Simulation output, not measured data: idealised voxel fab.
Documented hereafter: the process module known as voxel capacitor over wiring.
This is section cut - it's 280 nm across, gridded in 5 nm square cells.
In this document a cross-section is written as a grid of square cells. It is given as a series of bands, listed from the top down, and a band is one or more rows of cells.
Read a band's entry like this: the first values are the height of its top and the height of its bottom in nm, and what follows is the sequence of materials from left to right, each with its width in nm. Note that "empty" is empty space, and that a single material marked "all across" reaches across the band from edge to edge.
Measure heights from 0. That's the level where, below it, the as-received wafer is all one material. The lowest band is bottomless and extends downward; write it as in "0 and below".
Think of "30->40" as a width that walks from the first number to the second as you go down the band, top row to bottom row, taking equal-sized steps from row to row.
Basically "remains unaltered" means that step didn't change any cell in the cross-section.
The label "Closed void table" introduces a list of the empty spaces, 8 cells or larger, that have no open way up to the top; each entry in it reads width x height at distance, where the distance is taken from the left edge and all three are stated in nm.
after a step's settings: what the simulator itself notes on the step
The setting "overlay nm" may be written on the line of a step. When the step uses a mask, the value reports how far to the right of the planned place the mask lay, and a negative value reports that it lay to the left.

[Planned step list for the process]
step 1: op RECEIVE | material Si
step 2: op CONFORMAL_DEP | material SiO2 | thk nm 10
step 3: op DIRECTIONAL_DEP | material TiN | thk nm 5
step 4: op DIRECTIONAL_DEP | material W | thk nm 20
step 5: op PATTERN | tone cover | mask id METAL_1 | material resist | width nm 20 | pitch nm 75 | thk nm 15 | overlay nm 0
step 6: op DIRECTIONAL_ETCH | etch materials W | depth nm 20
step 7: op DIRECTIONAL_ETCH | etch materials TiN | depth nm 5
step 8: op STRIP | etch materials resist
step 9: op FILL_DEP | material lowk | thk nm 5
step 10: op CMP | height nm 35
step 11: op CONFORMAL_DEP | material SiCN | thk nm 5
step 12: op DIRECTIONAL_DEP | material SiO2 | thk nm 20
step 13: op DIRECTIONAL_DEP | material aC | thk nm 15
step 14: op PATTERN | tone open | mask id PLUG_1 | material resist | width nm 15 | thk nm 35 | overlay nm 0
step 15: op DIRECTIONAL_ETCH | etch materials aC | depth nm 15
step 16: op STRIP | etch materials resist
step 17: op DIRECTIONAL_ETCH | etch materials SiO2 | depth nm 20
step 18: op DIRECTIONAL_ETCH | etch materials SiCN | depth nm 5
step 19: op STRIP | etch materials aC
step 20: op EPI | material Ru | thk nm 10
step 21: op EPI | material Ru | thk nm 10
step 22: op EPI | material Ru | thk nm 5
step 23: op DIRECTIONAL_DEP | material TiN | thk nm 5
step 24: op DIRECTIONAL_DEP | material SiN | thk nm 5
step 25: op DIRECTIONAL_DEP | material TiN | thk nm 5
step 26: op PATTERN | tone cover | mask id UPPER_PLATE | material resist | width nm 60 | thk nm 20 | overlay nm 0
step 27: op DIRECTIONAL_ETCH | etch materials TiN | depth nm 5
step 28: op DIRECTIONAL_ETCH | etch materials SiN | depth nm 5
step 29: op STRIP | etch materials resist
step 30: op MASKED_ETCH | tone cover | mask id LOWER_PLATE | width nm 70 | etch materials TiN | depth nm 5 | overlay nm 0
step 31: op FILL_DEP | material SiO2 | thk nm 15
step 32: op CMP | height nm 85
step 33: op MASKED_ETCH | tone open | mask id PLUG_2 | width nm 15 | etch materials SiO2 | depth nm 10 | overlay nm 0
step 34: op CONFORMAL_DEP | material TiN | thk nm 5
step 35: op FILL_DEP | material Cu | thk nm 5
step 36: op CMP | height nm 85
step 37: op CONFORMAL_DEP | material SiCN | thk nm 5

[Incoming wafer, cross-sectional view, post step 1]
> 0 and below | Si all across
> Closed void table: none

[First of two wafers: cross-section at end of module, run per plan]
> 90 down to 85 | SiCN all across
> 85 down to 80 | SiO2 (105) / TiN (5) / Cu (5) / TiN (5) / SiO2 (160)
> 80 down to 70 | SiO2 (105->95) / TiN (15->60) / SiO2 (160->125)
> 70 down to 65 | SiO2 (95) / SiN (60) / SiO2 (125)
> 65 down to 60 | SiO2 (90) / TiN (70) / SiO2 (120)
> 60 down to 40 | SiO2 (95) / Ru (15) / SiO2 (170)
> 40 down to 35 | SiCN (95) / Ru (15) / SiCN (170)
> 35 down to 15 | lowk (90) / W (20) / lowk (55) / W (20) / lowk (95)
> 15 down to 10 | lowk (90) / TiN (20) / lowk (55) / TiN (20) / lowk (95)
> 10 down to 0 | SiO2 all across
> 0 and below | Si all across
> Closed void table: none

[Wafer two, sectioned after the module: the first wafer's start, the first wafer's plan, and one mistake in how it was run]
> 90 down to 85 | SiCN all across
> 85 down to 80 | SiO2 (105) / TiN (5) / Cu (5) / TiN (5) / SiO2 (160)
> 80 down to 70 | SiO2 (105->90) / TiN (15->55) / SiO2 (160->135)
> 70 down to 65 | SiO2 (85) / SiN (60) / SiO2 (135)
> 65 down to 60 | SiO2 (85) / TiN (75) / SiO2 (120)
> 60 down to 40 | SiO2 (95) / Ru (15) / SiO2 (170)
> 40 down to 35 | SiCN (95) / Ru (15) / SiCN (170)
> 35 down to 15 | lowk (90) / W (20) / lowk (55) / W (20) / lowk (95)
> 15 down to 10 | lowk (90) / TiN (20) / lowk (55) / TiN (20) / lowk (95)
> 10 down to 0 | SiO2 all across
> 0 and below | Si all across
> Closed void table: none
Plan not followed: so step 26 ended up running with a different setting than we planned, it ran as op PATTERN | tone cover | mask id UPPER_PLATE | material resist | width nm 60 | thk nm 20 | overlay nm -10
If you tally the cells, the second wafer ends up with the same amount of every material as the first; it's all just sitting in different places.
